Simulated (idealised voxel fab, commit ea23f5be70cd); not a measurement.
Name of the process module below: voxel wiring stack
Section cut is 250 nm wide and gridded with 5 nm square cells.
Heads up, the way a cross-section reads in here is a grid of square cells, handed over as bands from the top down, with every band being one or more rows of cells. Look at the band entry: it leads with the top's height and the bottom's height in nm. Then it lists the materials left to right, with a width in nm for each. The word "edge to edge" on a single material says that material fills the band edge to edge. The word "blank" is empty space. Where do heights start? At 0: under that level the wafer as delivered is made of one material only. And the lowest band has no floor; it just carries on downward, as in "0 down". When a width is written as two numbers, as in "30..40", the first number is the width in the top row of cells of the band and the second is the width in its bottom row, and the width changes by the same amount from each row to the next. No cell of the cross-section changed in a step that is given as "remains unaltered". "Voids, sealed" enumerates empty spaces isolated from the top, with no open way to it, that contain at least 8 cells, giving each as width x height at distance from the left edge, all three in nm. after a step's settings: what the simulator itself notes on the step. The "overlay nm" setting may appear on a step's line; for a step that uses a mask, it gives how far to the right of its planned position the mask lay, and a negative value indicates the left.

# List of planned process steps
1,op RECEIVE | material Si
2,op CONFORMAL_DEP | material SiO2 | thk nm 10
3,op CONFORMAL_DEP | material SiCN | thk nm 5
4,op DIRECTIONAL_DEP | material lowk | thk nm 15
5,op DIRECTIONAL_DEP | material aC | thk nm 15
6,op PATTERN | tone open | mask id METAL_1 | material resist | width nm 20 | pitch nm 40 | thk nm 35 | overlay nm 0
7,op DIRECTIONAL_ETCH | etch materials aC | depth nm 15
8,op STRIP | etch materials resist
9,op DIRECTIONAL_ETCH | etch materials lowk | depth nm 15
10,op DIRECTIONAL_ETCH | etch materials SiCN | depth nm 5
11,op STRIP | etch materials aC
12,op CONFORMAL_DEP | material TiN | thk nm 5
13,op FILL_DEP | material W | thk nm 5
14,op CMP | height nm 30
15,op CONFORMAL_DEP | material SiCN | thk nm 5
16,op DIRECTIONAL_DEP | material SiO2 | thk nm 10
17,op DIRECTIONAL_DEP | material aC | thk nm 10
18,op PATTERN | tone open | mask id PLUG_1 | material resist | width nm 15 | pitch nm 40 | thk nm 30 | overlay nm 0
19,op DIRECTIONAL_ETCH | etch materials aC | depth nm 10
20,op STRIP | etch materials resist
21,op DIRECTIONAL_ETCH | etch materials SiO2 | depth nm 10
22,op DIRECTIONAL_ETCH | etch materials SiCN | depth nm 5
23,op STRIP | etch materials aC
24,op CONFORMAL_DEP | material TiN | thk nm 5
25,op FILL_DEP | material Cu | thk nm 10
26,op CMP | height nm 45
27,op CONFORMAL_DEP | material SiCN | thk nm 5
28,op DIRECTIONAL_DEP | material SiO2 | thk nm 15
29,op DIRECTIONAL_DEP | material aC | thk nm 15
30,op PATTERN | tone open | mask id METAL_2 | material resist | width nm 20 | pitch nm 40 | thk nm 35 | overlay nm 0
31,op DIRECTIONAL_ETCH | etch materials aC | depth nm 15
32,op STRIP | etch materials resist
33,op DIRECTIONAL_ETCH | etch materials SiO2 | depth nm 15
34,op DIRECTIONAL_ETCH | etch materials SiCN | depth nm 5
35,op STRIP | etch materials aC
36,op CONFORMAL_DEP | material TiN | thk nm 5
37,op FILL_DEP | material Ru | thk nm 5
38,op CMP | height nm 65
39,op CONFORMAL_DEP | material SiCN | thk nm 5
40,op DIRECTIONAL_DEP | material lowk | thk nm 35
41,op DIRECTIONAL_DEP | material aC | thk nm 10
42,op PATTERN | tone open | mask id METAL_3_HOLES | material resist | width nm 15 | pitch nm 40 | thk nm 25 | overlay nm 0
43,op DIRECTIONAL_ETCH | etch materials aC | depth nm 10
44,op STRIP | etch materials resist
45,op DIRECTIONAL_ETCH | etch materials lowk | depth nm 35
46,op STRIP | etch materials aC
47,op PATTERN | tone open | mask id METAL_3 | material resist | width nm 20 | pitch nm 40 | thk nm 20 | overlay nm 0
48,op DIRECTIONAL_ETCH | etch materials lowk | depth nm 20
49,op DIRECTIONAL_ETCH | etch materials SiCN | depth nm 5
50,op STRIP | etch materials resist
51,op CONFORMAL_DEP | material TiN | thk nm 5
52,op FILL_DEP | material Cu | thk nm 5
53,op CMP | height nm 105
54,op CONFORMAL_DEP | material SiN | thk nm 5

# Incoming wafer, cross-sectional view, post step 1
0 down: Si edge to edge
Voids, sealed: none

# End-of-module XS, first of two wafers, run as planned
110 to 105: SiN edge to edge
105 to 90: 75 lowk  5 TiN  10 Cu  5 TiN  20 lowk  5 TiN  10 Cu  5 TiN  20 lowk  5 TiN  10 Cu  5 TiN  75 lowk
90 to 85: 75 lowk  5 TiN  5 Cu  10 TiN  20 lowk  5 TiN  5 Cu  10 TiN  20 lowk  5 TiN  5 Cu  10 TiN  75 lowk
85 to 70: 75 lowk  5 TiN  5 Cu  5 TiN  25 lowk  5 TiN  5 Cu  5 TiN  25 lowk  5 TiN  5 Cu  5 TiN  80 lowk
70 to 65: 75 SiCN  15 TiN  25 SiCN  15 TiN  25 SiCN  15 TiN  80 SiCN
65 to 50: 75 SiO2  5 TiN  10 Ru  5 TiN  20 SiO2  5 TiN  10 Ru  5 TiN  20 SiO2  5 TiN  10 Ru  5 TiN  75 SiO2
50 to 45: 75 SiCN  20 TiN  20 SiCN  20 TiN  20 SiCN  20 TiN  75 SiCN
45 to 35: 75 SiO2  5 TiN  5 Cu  5 TiN  25 SiO2  5 TiN  5 Cu  5 TiN  25 SiO2  5 TiN  5 Cu  5 TiN  80 SiO2
35 to 30: 75 SiCN  15 TiN  25 SiCN  15 TiN  25 SiCN  15 TiN  80 SiCN
30 to 15: 75 lowk  5 TiN  10 W  5 TiN  20 lowk  5 TiN  10 W  5 TiN  20 lowk  5 TiN  10 W  5 TiN  75 lowk
15 to 10: 75 SiCN  20 TiN  20 SiCN  20 TiN  20 SiCN  20 TiN  75 SiCN
10 to 0: SiO2 edge to edge
0 down: Si edge to edge
Voids, sealed: none

# Second wafer cross-section at end of module - shared start and plan with the first, one mistake in the run
110 to 105: SiN edge to edge
105 to 90: 75 lowk  5 TiN  15 Cu  5 TiN  15 lowk  5 TiN  15 Cu  5 TiN  15 lowk  5 TiN  15 Cu  5 TiN  70 lowk
90 to 85: 75 lowk  5 TiN  5 Cu  15 TiN  15 lowk  5 TiN  5 Cu  15 TiN  15 lowk  5 TiN  5 Cu  15 TiN  70 lowk
85 to 70: 75 lowk  5 TiN  5 Cu  5 TiN  25 lowk  5 TiN  5 Cu  5 TiN  25 lowk  5 TiN  5 Cu  5 TiN  80 lowk
70 to 65: 75 SiCN  15 TiN  25 SiCN  15 TiN  25 SiCN  15 TiN  80 SiCN
65 to 50: 75 SiO2  5 TiN  10 Ru  5 TiN  20 SiO2  5 TiN  10 Ru  5 TiN  20 SiO2  5 TiN  10 Ru  5 TiN  75 SiO2
50 to 45: 75 SiCN  20 TiN  20 SiCN  20 TiN  20 SiCN  20 TiN  75 SiCN
45 to 35: 75 SiO2  5 TiN  5 Cu  5 TiN  25 SiO2  5 TiN  5 Cu  5 TiN  25 SiO2  5 TiN  5 Cu  5 TiN  80 SiO2
35 to 30: 75 SiCN  15 TiN  25 SiCN  15 TiN  25 SiCN  15 TiN  80 SiCN
30 to 15: 75 lowk  5 TiN  10 W  5 TiN  20 lowk  5 TiN  10 W  5 TiN  20 lowk  5 TiN  10 W  5 TiN  75 lowk
15 to 10: 75 SiCN  20 TiN  20 SiCN  20 TiN  20 SiCN  20 TiN  75 SiCN
10 to 0: SiO2 edge to edge
0 down: Si edge to edge
Voids, sealed: none
It is concluded that the wafer was processed incorrectly with respect to the plan, in that step 47 was not run as planned; what actually ran was op PATTERN | tone open | mask id METAL_3 | material resist | width nm 25 | pitch nm 40 | thk nm 20 | overlay nm 0
The closing comparison, in cells, has the second wafer with more or fewer of some materials than the first: Cu: 9 more, TiN: 3 more, lowk: 12 fewer
